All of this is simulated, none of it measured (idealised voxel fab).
This is a process module. Its name is voxel wiring stack.
In the cross-section labelled cut, the width is 230 nm and each square cell is 5 nm.
We lay out every cross-section as a grid of square cells and spell it out in bands from the top down, where one band means one or more rows of cells.
It is stipulated that each band's entry specify, in nanometres, the height of the top of the band and then that of its bottom, followed by the materials of the band in left-to-right sequence, each together with its width in nanometres. A single material marked by the word "everywhere" is understood to fill the band from edge to edge; the word "empty" is understood to denote empty space.
The level at which height equals 0 is the one under which the wafer, as it arrives, is entirely one material. No lower edge exists for the bottom band, which continues downward and is notated as in "0 nm and below".
The two numbers in a width such as "30 to 40" mark its ends across the band: the first belongs to the top row of cells, the second to the bottom row, and from each row to the next the width moves by the same amount.
When a step is marked "no change occurred", none of the cells in the cross-section changed during that step.
"Enclosed cavities" - sealed voids, min. 8 cells, no opening to top; format: width x height at distance (distance from left edge; nm throughout).
What comes after the settings on a step's line is commentary from the simulator itself on that step.
Regarding "overlay nm": on a step with a mask, it is the distance the mask lay to the right of its planned place; a negative value places it to the left.

Here's what the planned process steps look like:
- 1: RECEIVE: material Si
- 2: CONFORMAL_DEP: material SiO2, thk nm 10
- 3: DIRECTIONAL_DEP: material TiN, thk nm 5
- 4: DIRECTIONAL_DEP: material Ru, thk nm 25
- 5: PATTERN: tone cover, mask id METAL_1, material resist, width nm 20, pitch nm 35, thk nm 15, overlay nm 0
- 6: DIRECTIONAL_ETCH: etch materials Ru, depth nm 25
- 7: DIRECTIONAL_ETCH: etch materials TiN, depth nm 5
- 8: STRIP: etch materials resist
- 9: CONFORMAL_DEP: material SiCN, thk nm 5
- 10: FILL_DEP: material SiO2, thk nm 10
- 11: CMP: height nm 40
- 12: CONFORMAL_DEP: material SiCN, thk nm 5
- 13: DIRECTIONAL_DEP: material SiO2, thk nm 20
- 14: MASKED_ETCH: tone open, mask id PLUG_1, width nm 15, pitch nm 70, etch materials SiO2, depth nm 20, overlay nm 0
- 15: MASKED_ETCH: tone open, mask id PLUG_1, width nm 15, pitch nm 70, etch materials SiCN, depth nm 5, overlay nm 0
- 16: EPI: material Ru, thk nm 10
- 17: EPI: material Ru, thk nm 10
- 18: EPI: material Ru, thk nm 5
- 19: CONFORMAL_DEP: material SiCN, thk nm 5
- 20: DIRECTIONAL_DEP: material SiO2, thk nm 15
- 21: DIRECTIONAL_DEP: material aC, thk nm 10
- 22: PATTERN: tone open, mask id METAL_2, material resist, width nm 20, pitch nm 35, thk nm 25, overlay nm 0
- 23: DIRECTIONAL_ETCH: etch materials aC, depth nm 10
- 24: STRIP: etch materials resist
- 25: DIRECTIONAL_ETCH: etch materials SiO2, depth nm 15
- 26: DIRECTIONAL_ETCH: etch materials SiCN, depth nm 5
- 27: STRIP: etch materials aC
- 28: CONFORMAL_DEP: material TiN, thk nm 5
- 29: FILL_DEP: material Ru, thk nm 10
- 30: CMP: height nm 85
- 31: CONFORMAL_DEP: material SiCN, thk nm 5
- 32: DIRECTIONAL_DEP: material SiO2, thk nm 20
- 33: PATTERN: tone open, mask id PLUG_2, material resist, width nm 15, pitch nm 70, thk nm 20, overlay nm 0
- 34: DIRECTIONAL_ETCH: etch materials SiO2, depth nm 20
- 35: DIRECTIONAL_ETCH: etch materials SiCN, depth nm 5
- 36: STRIP: etch materials resist
- 37: CONFORMAL_DEP: material TiN, thk nm 5
- 38: FILL_DEP: material Ru, thk nm 5
- 39: CMP: height nm 110
- 40: CONFORMAL_DEP: material SiN, thk nm 5
- 41: DIRECTIONAL_DEP: material lowk, thk nm 20
- 42: PATTERN: tone open, mask id METAL_3, material resist, width nm 20, pitch nm 35, thk nm 15, overlay nm 0
- 43: DIRECTIONAL_ETCH: etch materials lowk, depth nm 20
- 44: DIRECTIONAL_ETCH: etch materials SiN, depth nm 5
- 45: STRIP: etch materials resist
- 46: CONFORMAL_DEP: material TiN, thk nm 5
- 47: FILL_DEP: material Cu, thk nm 5
- 48: CMP: height nm 135
- 49: CONFORMAL_DEP: material SiCN, thk nm 5
- 50: DIRECTIONAL_DEP: material lowk, thk nm 25
- 51: MASKED_ETCH: tone open, mask id METAL_4_HOLES, width nm 15, pitch nm 35, etch materials lowk, depth nm 25, overlay nm 0
- 52: MASKED_ETCH: tone open, mask id METAL_4, width nm 20, pitch nm 35, etch materials lowk, depth nm 15, overlay nm 0
- 53: MASKED_ETCH: tone open, mask id METAL_4, width nm 20, pitch nm 35, etch materials SiCN, depth nm 5, overlay nm 0
- 54: CONFORMAL_DEP: material TiN, thk nm 5
- 55: FILL_DEP: material Cu, thk nm 10
- 56: CMP: height nm 165
- 57: CONFORMAL_DEP: material SiCN, thk nm 5

Cross-section of the wafer at receipt, which is the condition after step 1:
- 0 nm and below: Si everywhere
- Enclosed cavities: none

The plan above was carried out on the starting structure above with one mistake, and this cross-section shows the wafer at the end of the module:
- 170 nm to 165 nm: SiCN everywhere
- 165 nm to 155 nm: lowk 50 nm / TiN 5 nm / Cu 10 nm / TiN 5 nm / lowk 15 nm / TiN 5 nm / Cu 10 nm / TiN 5 nm / lowk 15 nm / TiN 5 nm / Cu 10 nm / TiN 5 nm / lowk 15 nm / TiN 5 nm / Cu 10 nm / TiN 5 nm / lowk 55 nm
- 155 nm to 150 nm: lowk 50 nm / TiN 5 nm / Cu 5 nm / TiN 10 nm / lowk 15 nm / TiN 5 nm / Cu 5 nm / TiN 10 nm / lowk 15 nm / TiN 5 nm / Cu 5 nm / TiN 10 nm / lowk 15 nm / TiN 5 nm / Cu 5 nm / TiN 10 nm / lowk 55 nm
- 150 nm to 140 nm: lowk 50 nm / TiN 5 nm / Cu 5 nm / TiN 5 nm / lowk 20 nm / TiN 5 nm / Cu 5 nm / TiN 5 nm / lowk 20 nm / TiN 5 nm / Cu 5 nm / TiN 5 nm / lowk 20 nm / TiN 5 nm / Cu 5 nm / TiN 5 nm / lowk 60 nm
- 140 nm to 135 nm: SiCN 50 nm / TiN 15 nm / SiCN 20 nm / TiN 15 nm / SiCN 20 nm / TiN 15 nm / SiCN 20 nm / TiN 15 nm / SiCN 60 nm
- 135 nm to 115 nm: lowk 50 nm / TiN 5 nm / Cu 10 nm / TiN 5 nm / lowk 15 nm / TiN 5 nm / Cu 10 nm / TiN 5 nm / lowk 15 nm / TiN 5 nm / Cu 10 nm / TiN 5 nm / lowk 15 nm / TiN 5 nm / Cu 10 nm / TiN 5 nm / lowk 55 nm
- 115 nm to 110 nm: SiN 50 nm / TiN 20 nm / SiN 15 nm / TiN 20 nm / SiN 15 nm / TiN 20 nm / SiN 15 nm / TiN 20 nm / SiN 55 nm
- 110 nm to 90 nm: Ru 45 nm / TiN 5 nm / SiO2 15 nm / TiN 5 nm / Ru 45 nm / TiN 5 nm / SiO2 15 nm / TiN 5 nm / Ru 90 nm
- 90 nm to 85 nm: TiN 50 nm / SiCN 15 nm / TiN 55 nm / SiCN 15 nm / TiN 95 nm
- 85 nm to 70 nm: SiO2 50 nm / TiN 5 nm / Ru 10 nm / TiN 5 nm / SiO2 15 nm / TiN 5 nm / Ru 10 nm / TiN 5 nm / SiO2 15 nm / TiN 5 nm / Ru 10 nm / TiN 5 nm / SiO2 15 nm / TiN 5 nm / Ru 10 nm / TiN 5 nm / SiO2 55 nm
- 70 nm to 65 nm: SiCN 50 nm / TiN 20 nm / SiCN 15 nm / TiN 20 nm / SiCN 15 nm / TiN 20 nm / SiCN 15 nm / TiN 20 nm / SiCN 55 nm
- 65 nm to 45 nm: SiO2 50 nm / Ru 15 nm / SiO2 55 nm / Ru 15 nm / SiO2 95 nm
- 45 nm to 40 nm: SiCN 50 nm / Ru 15 nm / SiCN 55 nm / Ru 15 nm / SiCN 95 nm
- 40 nm to 15 nm: SiO2 45 nm / SiCN 5 nm / Ru 20 nm / SiCN 5 nm / SiO2 5 nm / SiCN 5 nm / Ru 20 nm / SiCN 5 nm / SiO2 5 nm / SiCN 5 nm / Ru 20 nm / SiCN 5 nm / SiO2 5 nm / SiCN 5 nm / Ru 20 nm / SiCN 5 nm / SiO2 50 nm
- 15 nm to 10 nm: SiCN 50 nm / TiN 20 nm / SiCN 15 nm / TiN 20 nm / SiCN 15 nm / TiN 20 nm / SiCN 15 nm / TiN 20 nm / SiCN 55 nm
- 10 nm to 0 nm: SiO2 everywhere
- 0 nm and below: Si everywhere
- Enclosed cavities: none
Misprocessing identified: it should be noted that step 33 was executed with settings other than those planned, the operation and settings actually applied being PATTERN: tone cover, mask id PLUG_2, material resist, width nm 15, pitch nm 70, thk nm 20, overlay nm 0
